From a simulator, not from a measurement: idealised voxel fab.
Process module, titled voxel self aligned vias
Cross-sectional view cut (width: 230 nm; square cell size: 5 nm).
Heads up, the way a cross-section reads in here is a grid of square cells, handed over as bands from the top down, with every band being one or more rows of cells.
In this notation a band is specified by the heights of its top and bottom, in that order and in nm, after which its materials appear from left to right, each paired with its width in nm. The word "edge to edge" attached to a single material means that material fills the band from edge to edge; the word "blank" stands for empty space.
Height 0 is the level under which the wafer as received is all one material. The lowest band goes on downwards, as in "0 and below".
Width spec "30 to 40" -> top row of cells at first value, bottom row at second value, equal per-row change in between.
Reading "all unchanged" for a step: not a cell of the cross-section changed in it.
This entry, "Enclosed internal voids", enumerates those empty regions of no fewer than 8 cells that possess no open connection to the top. Each region is reported in the form width x height at distance, the distance being taken from the left edge, with all three quantities expressed in nm.
The remark found on a step's line after its settings is issued by the simulator itself and pertains to that step.
When a step includes a mask, the "overlay nm" setting on its line states how far to the right of its planned place that mask lay, and negative values state how far to the left.

This section lists the process steps that were planned
1,RECEIVE, material Si
2,CONFORMAL_DEP, material SiO2, thk nm 15
3,CONFORMAL_DEP, material SiCN, thk nm 5
4,DIRECTIONAL_DEP, material SiO2, thk nm 30
5,MASKED_ETCH, tone open, mask id LINES, width nm 30, pitch nm 65, etch materials SiO2, depth nm 30, overlay nm 0
6,CONFORMAL_DEP, material TiN, thk nm 5
7,FILL_DEP, material Ru, thk nm 5
8,CMP, height nm 50
9,SELECTIVE_ETCH, etch materials W Ru TiN, depth nm 10
10,FILL_DEP, material SiN, thk nm 5
11,CMP, height nm 50
12,DIRECTIONAL_DEP, material SiO2, thk nm 20
13,MASKED_ETCH, tone open, mask id VIAS, width nm 40, pitch nm 130, etch materials SiO2, depth nm 20, overlay nm 0
14,MASKED_ETCH, tone open, mask id VIAS, width nm 40, pitch nm 130, etch materials SiN, depth nm 10, overlay nm 0
15,CONFORMAL_DEP, material TiN, thk nm 5
16,FILL_DEP, material Ru, thk nm 5
17,CMP, height nm 70
18,CONFORMAL_DEP, material SiN, thk nm 5

Cross-section, incoming material, after step 1
0 and below: Si edge to edge
Enclosed internal voids: none

Cross-sectional image of the first of two wafers at the end of the module, the run having proceeded as planned
75 down to 70: SiN edge to edge
70 down to 55: SiO2 30 nm  TiN 5 nm  Ru 30 nm  TiN 5 nm  SiO2 90 nm  TiN 5 nm  Ru 30 nm  TiN 5 nm  SiO2 30 nm
55 down to 50: SiO2 30 nm  TiN 10 nm  Ru 20 nm  TiN 10 nm  SiO2 90 nm  TiN 10 nm  Ru 20 nm  TiN 10 nm  SiO2 30 nm
50 down to 45: SiO2 35 nm  TiN 5 nm  Ru 20 nm  TiN 5 nm  SiO2 35 nm  SiN 30 nm  SiO2 35 nm  TiN 5 nm  Ru 20 nm  TiN 5 nm  SiO2 35 nm
45 down to 40: SiO2 35 nm  TiN 30 nm  SiO2 35 nm  SiN 30 nm  SiO2 35 nm  TiN 30 nm  SiO2 35 nm
40 down to 25: SiO2 35 nm  TiN 5 nm  Ru 20 nm  TiN 5 nm  SiO2 35 nm  TiN 5 nm  Ru 20 nm  TiN 5 nm  SiO2 35 nm  TiN 5 nm  Ru 20 nm  TiN 5 nm  SiO2 35 nm
25 down to 20: SiO2 35 nm  TiN 30 nm  SiO2 35 nm  TiN 30 nm  SiO2 35 nm  TiN 30 nm  SiO2 35 nm
20 down to 15: SiCN edge to edge
15 down to 0: SiO2 edge to edge
0 and below: Si edge to edge
Enclosed internal voids: none

Presented here is a cross-section of the second of the two wafers as it stood at the end of the module. It was started in the same manner and assigned the same plan as the first wafer; however, one mistake was made in its execution
75 down to 70: SiN edge to edge
70 down to 55: SiO2 35 nm  TiN 5 nm  Ru 25 nm  TiN 5 nm  SiO2 95 nm  TiN 5 nm  Ru 25 nm  TiN 5 nm  SiO2 30 nm
55 down to 50: SiO2 35 nm  TiN 5 nm  Ru 20 nm  TiN 10 nm  SiO2 95 nm  TiN 5 nm  Ru 20 nm  TiN 10 nm  SiO2 30 nm
50 down to 45: SiO2 35 nm  TiN 5 nm  Ru 20 nm  TiN 5 nm  SiO2 35 nm  SiN 30 nm  SiO2 35 nm  TiN 5 nm  Ru 20 nm  TiN 5 nm  SiO2 35 nm
45 down to 40: SiO2 35 nm  TiN 30 nm  SiO2 35 nm  SiN 30 nm  SiO2 35 nm  TiN 30 nm  SiO2 35 nm
40 down to 25: SiO2 35 nm  TiN 5 nm  Ru 20 nm  TiN 5 nm  SiO2 35 nm  TiN 5 nm  Ru 20 nm  TiN 5 nm  SiO2 35 nm  TiN 5 nm  Ru 20 nm  TiN 5 nm  SiO2 35 nm
25 down to 20: SiO2 35 nm  TiN 30 nm  SiO2 35 nm  TiN 30 nm  SiO2 35 nm  TiN 30 nm  SiO2 35 nm
20 down to 15: SiCN edge to edge
15 down to 0: SiO2 edge to edge
0 and below: Si edge to edge
Enclosed internal voids: none
What was done differently from what was planned? step 13: run off-plan, actual operation and settings MASKED_ETCH, tone open, mask id VIAS, width nm 35, pitch nm 130, etch materials SiO2, depth nm 20, overlay nm 0
End of process, cell counts, second wafer against first, materials with more or fewer: Ru -6 | SiO2 +8 | TiN -2
